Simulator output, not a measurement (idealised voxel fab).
The following process module bears the name voxel capacitor over wiring.
In the cross-section labelled cut, the width is 295 nm and each square cell is 5 nm.
How to read a cross-section here: the picture is a grid of square cells, written as bands going from the top down, and any band can span one or more rows of cells.
Read a band's entry like this: the first values are the height of its top and the height of its bottom in nm, and what follows is the sequence of materials from left to right, each with its width in nm. Note that "empty" is empty space, and that a single material marked "throughout" reaches across the band from edge to edge.
Ref level 0: as-received wafer is one material below here. Bottom band extends down with no lower bound ("z 0 and below").
Width spec "30->40" -> top row of cells at first value, bottom row at second value, equal per-row change in between.
"remained unchanged", as given for a step, is the statement that not any cell of the cross-section underwent a change during that step.
Heads up: "Enclosed void entries" only lists the empty pockets with no open path to the top that are 8 cells or more, and it writes them as width x height at distance, distance from the left edge, in nm.
after a step's settings: what the simulator itself notes on the step
A step line may carry the setting "overlay nm", which, for steps involving a mask, states the distance by which the mask lay to the right of its intended position; negative values denote displacement to the left.

The planned process steps are enumerated hereunder
1,RECEIVE,material Si
2,CONFORMAL_DEP,material SiO2,thk nm 15
3,DIRECTIONAL_DEP,material TiN,thk nm 5
4,DIRECTIONAL_DEP,material W,thk nm 15
5,PATTERN,tone cover,mask id METAL_1,material resist,width nm 25,pitch nm 95,thk nm 15,overlay nm 0
6,DIRECTIONAL_ETCH,etch materials W,depth nm 15
7,DIRECTIONAL_ETCH,etch materials TiN,depth nm 5
8,STRIP,etch materials resist
9,CONFORMAL_DEP,material SiCN,thk nm 5
10,FILL_DEP,material SiO2,thk nm 5
11,CMP,height nm 35
12,CONFORMAL_DEP,material SiCN,thk nm 5
13,DIRECTIONAL_DEP,material lowk,thk nm 15
14,MASKED_ETCH,tone open,mask id PLUG_1,width nm 15,etch materials lowk,depth nm 15,overlay nm 0
15,MASKED_ETCH,tone open,mask id PLUG_1,width nm 15,etch materials SiCN,depth nm 5,overlay nm 0
16,CONFORMAL_DEP,material TiN,thk nm 5
17,FILL_DEP,material Ru,thk nm 5
18,CMP,height nm 55
19,DIRECTIONAL_DEP,material TiN,thk nm 5
20,DIRECTIONAL_DEP,material Al2O3,thk nm 5
21,DIRECTIONAL_DEP,material TiN,thk nm 5
22,DIRECTIONAL_DEP,material aC,thk nm 15
23,PATTERN,tone cover,mask id UPPER_PLATE,material resist,width nm 75,thk nm 35,overlay nm 0
24,DIRECTIONAL_ETCH,etch materials aC,depth nm 15
25,STRIP,etch materials resist
26,DIRECTIONAL_ETCH,etch materials TiN,depth nm 5
27,DIRECTIONAL_ETCH,etch materials Al2O3,depth nm 5
28,STRIP,etch materials aC
29,DIRECTIONAL_DEP,material aC,thk nm 10
30,PATTERN,tone cover,mask id LOWER_PLATE,material resist,width nm 85,thk nm 25,overlay nm 0
31,DIRECTIONAL_ETCH,etch materials aC,depth nm 10
32,STRIP,etch materials resist
33,DIRECTIONAL_ETCH,etch materials TiN,depth nm 5
34,STRIP,etch materials aC
35,FILL_DEP,material SiO2,thk nm 20
36,CMP,height nm 85
37,PATTERN,tone open,mask id PLUG_2,material resist,width nm 15,thk nm 20,overlay nm 0
38,DIRECTIONAL_ETCH,etch materials SiO2,depth nm 15
39,STRIP,etch materials resist
40,CONFORMAL_DEP,material TiN,thk nm 5
41,FILL_DEP,material W,thk nm 5
42,CMP,height nm 85
43,CONFORMAL_DEP,material SiN,thk nm 5

Wafer at receipt (post step 1), cross-section
    z 0 and below  Si throughout
    Enclosed void entries: none

Cross-sectional result after module completion. Note: starting condition and plan are unchanged from above; one processing mistake was made
    z 90 to 85  SiN throughout
    z 85 to 75  105 SiO2 / 5 TiN / 5 W / 5 TiN / 175 SiO2
    z 75 to 65  105->95 SiO2 / 15->75 TiN / 175->125 SiO2
    z 65 to 60  95 SiO2 / 75 Al2O3 / 125 SiO2
    z 60 to 55  90 SiO2 / 85 TiN / 120 SiO2
    z 55 to 40  95 lowk / 5 SiN / 5 Ru / 5 SiN / 185 lowk
    z 40 to 35  95 SiCN / 15 SiN / 185 SiCN
    z 35 to 20  80 SiO2 / 5 SiCN / 25 W / 5 SiCN / 60 SiO2 / 5 SiCN / 25 W / 5 SiCN / 85 SiO2
    z 20 to 15  85 SiCN / 25 TiN / 70 SiCN / 25 TiN / 90 SiCN
    z 15 to 0  SiO2 throughout
    z 0 and below  Si throughout
    Enclosed void entries: none
In executing the process, a mistake was made relative to the plan: so step 16 ended up running with a different setting than we planned, it ran as CONFORMAL_DEP,material SiN,thk nm 5
